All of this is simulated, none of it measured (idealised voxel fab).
process module | voxel lift off
cross-section cut | 295 nm wide | cells 5 nm
A cross-section is a grid of square cells, given in bands from the top down. A band is one or more rows of cells.
Each band's line starts with the height of the band's top and of its bottom, in nm. Then come its materials from left to right, each with its width in nm. One material with "throughout" fills the band from edge to edge. "air" is empty space.
Height 0 is the level under which the wafer as received is all one material. The lowest band goes on downwards, as in "0 down".
A width such as "30 to 40" changes by the same amount from each row of cells to the next, from the band's top row to its bottom row.
"no change" after a step means that no cell of the cross-section changed.
closed voids: empty space of 8 cells or more with no open way to the top, each as width x height at its distance from the left edge, in nm
after a step's settings: what the simulator itself notes on the step
overlay nm, on a step with a mask: how far to the right of its planned place the mask lay; to the left if negative
plan
1 op RECEIVE | material Si
2 op CONFORMAL_DEP | material SiO2 | thk nm 5
3 op PATTERN | tone open | mask id LINES | material resist | width nm 20 | pitch nm 40 | thk nm 30 | overlay nm 0
4 op DIRECTIONAL_DEP | material Ru | thk nm 15
5 op STRIP | etch materials resist
6 op CONFORMAL_DEP | material SiN | thk nm 5
as received, after step 1
  0 down: Si throughout
  closed voids: none
first wafer at the end, as planned
  25 to 20: air 110 | SiN 30 | air 10 | SiN 30 | air 115
  20 to 10: air 110 | SiN 5 | Ru 20 | SiN 5 | air 10 | SiN 5 | Ru 20 | SiN 5 | air 115
  10 to 5: SiN 115 | Ru 20 | SiN 20 | Ru 20 | SiN 120
  5 to 0: SiO2 throughout
  0 down: Si throughout
  closed voids: none
second wafer at the end: like start, like plan, one mistake
  25 to 20: SiN 120 | air 10 | SiN 30 | air 10 | SiN 125
  20 to 10: Ru 115 | SiN 5 | air 10 | SiN 5 | Ru 20 | SiN 5 | air 10 | SiN 5 | Ru 120
  10 to 5: Ru 115 | SiN 20 | Ru 20 | SiN 20 | Ru 120
  5 to 0: SiO2 throughout
  0 down: Si throughout
  closed voids: none
what went wrong: step 3 ran as: op PATTERN | tone cover | mask id LINES | material resist | width nm 20 | pitch nm 40 | thk nm 30 | overlay nm 0
at the end the second wafer has, in cells: 129 more of Ru
